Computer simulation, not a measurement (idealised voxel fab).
Process module, titled voxel self aligned contacts
Square cells of 5 nm make up the cross-section cut, whose width is 155 nm.
A cross-section in this document is a grid of square cells, and it is written down as bands, the top band listed before the ones below it; a band is made up of one or more rows of cells.
Basically the band line says how high the top is and how high the bottom is, in nm, and then what's in it from left to right, every material with its width in nm. Empty space shows up as "empty", and if a single material carries "full width" it runs the full band edge to edge.
Ref level 0: as-received wafer is one material below here. Bottom band extends down with no lower bound ("0 nm and below").
Think of "30->40" as a width that walks from the first number to the second as you go down the band, top row to bottom row, taking equal-sized steps from row to row.
Step note "no modification" = no cross-section cell changed.
"Closed void listing" lists enclosed empty spaces (at least 8 cells, no open path upward to the top), each as width x height at distance from the left edge, in nm.
Formally, on a step line, whatever follows the settings is a remark that the simulator itself makes on the step.
What "overlay nm" on a step's line means: if the step has a mask, that mask lay this far to the right of its planned place, or, when the value is negative, to the left.

Below is the list of planned process steps:
| 1 | RECEIVE,material Si |
| 2 | CONFORMAL_DEP,material SiO2,thk nm 5 |
| 3 | DIRECTIONAL_DEP,material polySi,thk nm 20 |
| 4 | DIRECTIONAL_DEP,material SiN,thk nm 15 |
| 5 | PATTERN,tone cover,mask id GATE,material resist,width nm 30,pitch nm 55,thk nm 20,overlay nm 0 |
| 6 | DIRECTIONAL_ETCH,etch materials SiN,depth nm 15 |
| 7 | DIRECTIONAL_ETCH,etch materials polySi,depth nm 20 |
| 8 | STRIP,etch materials resist |
| 9 | CONFORMAL_DEP,material SiN,thk nm 5 |
| 10 | DIRECTIONAL_ETCH,etch materials SiN,depth nm 5 |
| 11 | FILL_DEP,material SiO2,thk nm 10 |
| 12 | CMP,height nm 45 |
| 13 | DIRECTIONAL_DEP,material aC,thk nm 10 |
| 14 | PATTERN,tone open,mask id CONTACT,material resist,width nm 35,thk nm 30,overlay nm -15 |
| 15 | DIRECTIONAL_ETCH,etch materials aC,depth nm 10 |
| 16 | STRIP,etch materials resist |
| 17 | DIRECTIONAL_ETCH,etch materials SiO2,depth nm 45 |
| 18 | STRIP,etch materials aC |
| 19 | CONFORMAL_DEP,material TiN,thk nm 5 |
| 20 | FILL_DEP,material W,thk nm 10 |
| 21 | CMP,height nm 45 |
| 22 | CONFORMAL_DEP,material SiCN,thk nm 5 |
The plan shows the overlay nm of step 14 as the first wafer had it; this setting differs between the wafers, which start out alike.

Cross-section: the first of several wafers in its as-received state, i.e. following step 1:
- 0 nm and below = Si full width
- Closed void listing: none

Quick look at the cross-section of the first of several wafers after step 22, which wraps up the module:
- 50 nm to 45 nm = SiCN full width
- 45 nm to 40 nm = 45 SiO2 / 35 TiN / 75 SiO2
- 40 nm to 25 nm = 30 SiO2 / 40 SiN / 10 TiN / 5 SiO2 / 40 SiN / 30 SiO2
- 25 nm to 5 nm = 30 SiO2 / 5 SiN / 30 polySi / 5 SiN / 10 TiN / 5 SiO2 / 5 SiN / 30 polySi / 5 SiN / 30 SiO2
- 5 nm to 0 nm = 70 SiO2 / 10 TiN / 75 SiO2
- 0 nm and below = Si full width
- Closed void listing: none

Last wafer, end of module, cross-section:
- 50 nm to 45 nm = SiCN full width
- 45 nm to 40 nm = 75 SiO2 / 35 TiN / 45 SiO2
- 40 nm to 25 nm = 30 SiO2 / 40 SiN / 5 SiO2 / 10 TiN / 40 SiN / 30 SiO2
- 25 nm to 5 nm = 30 SiO2 / 5 SiN / 30 polySi / 5 SiN / 5 SiO2 / 10 TiN / 5 SiN / 30 polySi / 5 SiN / 30 SiO2
- 5 nm to 0 nm = 75 SiO2 / 10 TiN / 70 SiO2
- 0 nm and below = Si full width
- Closed void listing: none

Table: wafers, a row each; end-of-module cell change per material since receipt, gain (+), loss (-); then closed voids:
overlay nm -15 | +31 SiCN | +64 SiN | +144 SiO2 | +23 TiN | +48 polySi | Closed void listing: none
overlay nm -10 | +31 SiCN | +64 SiN | +136 SiO2 | +23 TiN | +8 W | +48 polySi | Closed void listing: none
overlay nm -5 | +31 SiCN | +64 SiN | +136 SiO2 | +23 TiN | +8 W | +48 polySi | Closed void listing: none
overlay nm 0 | +31 SiCN | +64 SiN | +136 SiO2 | +23 TiN | +8 W | +48 polySi | Closed void listing: none
overlay nm 5 | +31 SiCN | +64 SiN | +136 SiO2 | +23 TiN | +8 W | +48 polySi | Closed void listing: none
overlay nm 10 | +31 SiCN | +64 SiN | +136 SiO2 | +23 TiN | +8 W | +48 polySi | Closed void listing: none
overlay nm 15 | +31 SiCN | +64 SiN | +144 SiO2 | +23 TiN | +48 polySi | Closed void listing: none
